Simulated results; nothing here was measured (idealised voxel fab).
The following is a process module called voxel transistor to metal.
Cross-sectional view cut (width: 150 nm; square cell size: 5 nm).
Think of the cross-section as a grid of square cells. We describe it in bands, top to bottom, and each band covers one or more rows of those cells. Each band's line starts with the height of the band's top and of its bottom, in nm. Then come its materials from left to right, each with its width in nm. One material with "all across" fills the band from edge to edge. "empty" is empty space. Heads up on the height convention: 0 is the point under which the incoming wafer is all one material, and the lowest band has no bottom, it just keeps going down, like "from 0 down". Note: "30..40" means the width goes from the first number (top row of the band) to the second number (bottom row) in equal steps per row of cells. "nothing different" for a step: no cell of the cross-section changed in that step. Under "Sealed void list" you'll find the enclosed gaps, the ones with no way out to the top, that are 8 cells or bigger; each reads width x height at distance, with distance counted from the left edge, everything in nm. after a step's settings: what the simulator itself notes on the step. Steps that use a mask can have "overlay nm" on their line. It says how far the mask sat to the right of where it was meant to be. Negative means to the left.
**Planned process steps**
step 1: RECEIVE, material Si
step 2: CONFORMAL_DEP, material SiO2, thk nm 5
step 3: CONFORMAL_DEP, material SiN, thk nm 15
step 4: DIRECTIONAL_DEP, material aC, thk nm 15
step 5: PATTERN, tone cover, mask id ACTIVE, material resist, width nm 100, thk nm 35, overlay nm 0
step 6: DIRECTIONAL_ETCH, etch materials aC, depth nm 15
step 7: STRIP, etch materials resist
step 8: DIRECTIONAL_ETCH, etch materials SiN, depth nm 15
step 9: DIRECTIONAL_ETCH, etch materials SiO2, depth nm 5
step 10: DIRECTIONAL_ETCH, etch materials Si, depth nm 25
step 11: STRIP, etch materials aC
step 12: OXIDIZE, depth nm 5
step 13: FILL_DEP, material SiO2, thk nm 10
step 14: CMP, height nm 20
step 15: SELECTIVE_ETCH, etch materials SiO2, depth nm 10
step 16: STRIP, etch materials SiN
step 17: SELECTIVE_ETCH, etch materials SiO2, depth nm 5
step 18: OXIDIZE, depth nm 5
step 19: DIRECTIONAL_DEP, material polySi, thk nm 20
step 20: DIRECTIONAL_DEP, material SiCN, thk nm 15
step 21: PATTERN, tone cover, mask id GATE, material resist, width nm 20, thk nm 15, overlay nm 0
step 22: DIRECTIONAL_ETCH, etch materials SiCN, depth nm 25
step 23: DIRECTIONAL_ETCH, etch materials polySi, depth nm 30
step 24: STRIP, etch materials resist
step 25: CONFORMAL_DEP, material SiN, thk nm 10
step 26: DIRECTIONAL_ETCH, etch materials SiN, depth nm 10
step 27: DIRECTIONAL_ETCH, etch materials SiO2, depth nm 5
step 28: DIRECTIONAL_ETCH, etch materials Si, depth nm 15
step 29: EPI, material nSi, thk nm 15
step 30: FILL_DEP, material SiO2, thk nm 5
step 31: CMP, height nm 35
step 32: DIRECTIONAL_DEP, material SiO2, thk nm 15
step 33: MASKED_ETCH, tone open, mask id CONTACT, width nm 30, pitch nm 60, etch materials SiO2, depth nm 55, overlay nm 0
step 34: CONFORMAL_DEP, material TiN, thk nm 5
step 35: FILL_DEP, material W, thk nm 10
step 36: CMP, height nm 50
step 37: CONFORMAL_DEP, material SiN, thk nm 5
step 38: DIRECTIONAL_DEP, material SiO2, thk nm 15
step 39: MASKED_ETCH, tone open, mask id METAL_1, width nm 15, pitch nm 75, etch materials SiO2, depth nm 15, overlay nm 0
step 40: MASKED_ETCH, tone open, mask id METAL_1, width nm 15, pitch nm 75, etch materials SiN, depth nm 5, overlay nm 0
step 41: CONFORMAL_DEP, material TiN, thk nm 5
step 42: FILL_DEP, material Cu, thk nm 10
step 43: CMP, height nm 70
step 44: CONFORMAL_DEP, material SiCN, thk nm 5
step 45: DIRECTIONAL_DEP, material SiO2, thk nm 35
step 46: PATTERN, tone open, mask id METAL_2, material resist, width nm 15, pitch nm 75, thk nm 20, overlay nm 0
step 47: DIRECTIONAL_ETCH, etch materials SiO2, depth nm 20
step 48: STRIP, etch materials resist
step 49: DIRECTIONAL_DEP, material aC, thk nm 15
step 50: PATTERN, tone open, mask id METAL_2_HOLES, material resist, width nm 15, pitch nm 75, thk nm 30, overlay nm 0
step 51: DIRECTIONAL_ETCH, etch materials aC, depth nm 15
step 52: STRIP, etch materials resist
step 53: DIRECTIONAL_ETCH, etch materials SiO2, depth nm 15
step 54: DIRECTIONAL_ETCH, etch materials SiCN, depth nm 5
step 55: STRIP, etch materials aC
step 56: CONFORMAL_DEP, material TiN, thk nm 5
step 57: FILL_DEP, material Cu, thk nm 5
step 58: CMP, height nm 110
step 59: CONFORMAL_DEP, material SiN, thk nm 5
**Received-state cross-section, reflecting completion of step 1**
* from 0 down: Si all across
* Sealed void list: none
**Cross-sectional image of the first of two wafers at the end of the module, the run having proceeded as planned**
* from 115 to 110: SiN all across
* from 110 to 75: SiO2=30; TiN=5; Cu=5; TiN=5; SiO2=60; TiN=5; Cu=5; TiN=5; SiO2=30
* from 75 to 70: SiCN=30; TiN=15; SiCN=60; TiN=15; SiCN=30
* from 70 to 55: SiO2=30; TiN=5; Cu=5; TiN=5; SiO2=60; TiN=5; Cu=5; TiN=5; SiO2=30
* from 55 to 50: SiN=30; TiN=15; SiN=60; TiN=15; SiN=30
* from 50 to 40: SiO2=30; TiN=5; W=20; TiN=5; SiO2=30; TiN=5; W=20; TiN=5; SiO2=30
* from 40 to 35: SiO2=30; TiN=5; W=15; TiN=10; SiO2=30; TiN=10; W=15; TiN=5; SiO2=30
* from 35 to 20: SiO2=30; TiN=5; W=15; TiN=5; SiN=10; SiCN=20; SiN=10; TiN=5; W=15; TiN=5; SiO2=30
* from 20 to 15: SiO2=30; TiN=5; W=15; TiN=5; SiN=10; polySi=20; SiN=10; TiN=5; W=15; TiN=5; SiO2=30
* from 15 to 10: SiO2=30; TiN=25; SiN=10; polySi=20; SiN=10; TiN=25; SiO2=30
* from 10 to 5: SiO2=30; TiN=10; nSi=15; SiN=10; polySi=20; SiN=10; nSi=15; TiN=10; SiO2=30
* from 5 to 0: SiO2=20; SiN=10; TiN=10; nSi=15; SiN=10; polySi=20; SiN=10; nSi=15; TiN=10; SiN=10; SiO2=20
* from 0 to -5: SiO2=30; TiN=10; nSi=15; SiO2=40; nSi=15; TiN=10; SiO2=30
* from -5 to -20: SiO2=30; nSi=25; Si=40; nSi=25; SiO2=30
* from -20 to -30: SiO2=30; Si=90; SiO2=30
* from -30 down: Si all across
* Sealed void list: none
**Second wafer through the module, sectioned at the end: same beginning and same plan as the first wafer, with one mistake in carrying it out**
* from 115 to 110: SiN all across
* from 110 to 105: SiCN=30; TiN=15; SiCN=60; TiN=15; SiCN=30
* from 105 to 70: SiO2 all across
* from 70 to 55: SiO2=30; TiN=5; Cu=5; TiN=5; SiO2=60; TiN=5; Cu=5; TiN=5; SiO2=30
* from 55 to 50: SiN=30; TiN=15; SiN=60; TiN=15; SiN=30
* from 50 to 40: SiO2=30; TiN=5; W=20; TiN=5; SiO2=30; TiN=5; W=20; TiN=5; SiO2=30
* from 40 to 35: SiO2=30; TiN=5; W=15; TiN=10; SiO2=30; TiN=10; W=15; TiN=5; SiO2=30
* from 35 to 20: SiO2=30; TiN=5; W=15; TiN=5; SiN=10; SiCN=20; SiN=10; TiN=5; W=15; TiN=5; SiO2=30
* from 20 to 15: SiO2=30; TiN=5; W=15; TiN=5; SiN=10; polySi=20; SiN=10; TiN=5; W=15; TiN=5; SiO2=30
* from 15 to 10: SiO2=30; TiN=25; SiN=10; polySi=20; SiN=10; TiN=25; SiO2=30
* from 10 to 5: SiO2=30; TiN=10; nSi=15; SiN=10; polySi=20; SiN=10; nSi=15; TiN=10; SiO2=30
* from 5 to 0: SiO2=20; SiN=10; TiN=10; nSi=15; SiN=10; polySi=20; SiN=10; nSi=15; TiN=10; SiN=10; SiO2=20
* from 0 to -5: SiO2=30; TiN=10; nSi=15; SiO2=40; nSi=15; TiN=10; SiO2=30
* from -5 to -20: SiO2=30; nSi=25; Si=40; nSi=25; SiO2=30
* from -20 to -30: SiO2=30; Si=90; SiO2=30
* from -30 down: Si all across
* Sealed void list: none
Short version of what went wrong: steps 44 and 45 swapped
Final comparison by cell count, materials where the second wafer has more or fewer than the first: 14 fewer of Cu; 42 more of SiO2; 28 fewer of TiN
